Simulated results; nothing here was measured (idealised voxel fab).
Process module under the name voxel ribs on slabs
The cross-section on display is named cut; it measures 150 nm wide, and its cells are 5 nm squares.
A cross-section is written here as square cells arranged in a grid, and it is given in bands from the top down, each band taking up one or more rows of cells.
What a band's entry tells you: where the top is and where the bottom is, as heights in nm, and after that what lies inside, material by material from left to right, each with its width in nm. Empty space is written as the word "blank", and a single material marked with the word "all across" occupies the band from edge to edge.
Height is counted from the level 0, under which the received wafer is composed throughout of one material. The lowest of the bands is not closed at the bottom but continues downward, in the notation "z 0 and below".
The two numbers in a width such as "30 to 40" mark its ends across the band: the first belongs to the top row of cells, the second to the bottom row, and from each row to the next the width moves by the same amount.
Step marked "identical to before"? Then no cell in the cross-section changed in it.
Listed in "closed voids": every empty space of 8 or more cells without an open way to the top. Form: width x height at distance, the distance being from the left edge, all in nm.
Past the settings on a step's line: simulator remark, on that step.
overlay nm, on a step with a mask: how far to the right of its planned place the mask lay; to the left if negative
# Set out below are the planned steps of the process
1. RECEIVE: material Si
2. DIRECTIONAL_DEP: material SiO2, thk nm 25
3. DIRECTIONAL_DEP: material polySi, thk nm 15
4. DIRECTIONAL_DEP: material aC, thk nm 10
5. PATTERN: tone cover, mask id RIB, material resist, width nm 25, thk nm 25, overlay nm -15
6. DIRECTIONAL_ETCH: etch materials aC, depth nm 10
7. STRIP: etch materials resist
8. DIRECTIONAL_ETCH: etch materials polySi, depth nm 10
9. STRIP: etch materials aC
10. PATTERN: tone cover, mask id SLAB, material resist, width nm 85, thk nm 20, overlay nm 0
11. DIRECTIONAL_ETCH: etch materials polySi, depth nm 5
12. STRIP: etch materials resist
13. FILL_DEP: material SiO2, thk nm 25
14. CMP: height nm 60
15. DIRECTIONAL_DEP: material W, thk nm 5
16. DIRECTIONAL_DEP: material aC, thk nm 15
17. PATTERN: tone cover, mask id HEATER, material resist, width nm 35, thk nm 30, overlay nm 0
18. DIRECTIONAL_ETCH: etch materials aC, depth nm 15
19. STRIP: etch materials resist
20. DIRECTIONAL_ETCH: etch materials W, depth nm 5
21. STRIP: etch materials aC
22. CONFORMAL_DEP: material SiO2, thk nm 5
Be aware that, although all wafers share a common starting state, the overlay nm at step 5 differs among them, and the plan displays the first wafer's value.
# This is how the first of several wafers looked in cross-section when it arrived, which is after step 1
	z 0 and below: Si all across
	closed voids: none
# Cross-section of the first of several wafers, taken after step 22, where the module ends
	z 70 to 65: 50 blank / 45 SiO2 / 55 blank
	z 65 to 60: 55 SiO2 / 35 W / 60 SiO2
	z 60 to 40: SiO2 all across
	z 40 to 30: 45 SiO2 / 25 polySi / 80 SiO2
	z 30 to 25: 30 SiO2 / 85 polySi / 35 SiO2
	z 25 to 0: SiO2 all across
	z 0 and below: Si all across
	closed voids: none
# Cross-sectional view of the final wafer of several at the module's end
	z 70 to 65: 50 blank / 45 SiO2 / 55 blank
	z 65 to 60: 55 SiO2 / 35 W / 60 SiO2
	z 60 to 40: SiO2 all across
	z 40 to 30: 75 SiO2 / 25 polySi / 50 SiO2
	z 30 to 25: 30 SiO2 / 85 polySi / 35 SiO2
	z 25 to 0: SiO2 all across
	z 0 and below: Si all across
	closed voids: none
# wafer rows; end of module; cells per material since receipt: (+) gained, (-) lost; then closed voids
overlay nm -15; +365 SiO2; +7 W; +27 polySi; closed voids: none
overlay nm -10; +365 SiO2; +7 W; +27 polySi; closed voids: none
overlay nm -5; +365 SiO2; +7 W; +27 polySi; closed voids: none
overlay nm 0; +365 SiO2; +7 W; +27 polySi; closed voids: none
overlay nm 5; +365 SiO2; +7 W; +27 polySi; closed voids: none
overlay nm 10; +365 SiO2; +7 W; +27 polySi; closed voids: none
overlay nm 15; +365 SiO2; +7 W; +27 polySi; closed voids: none
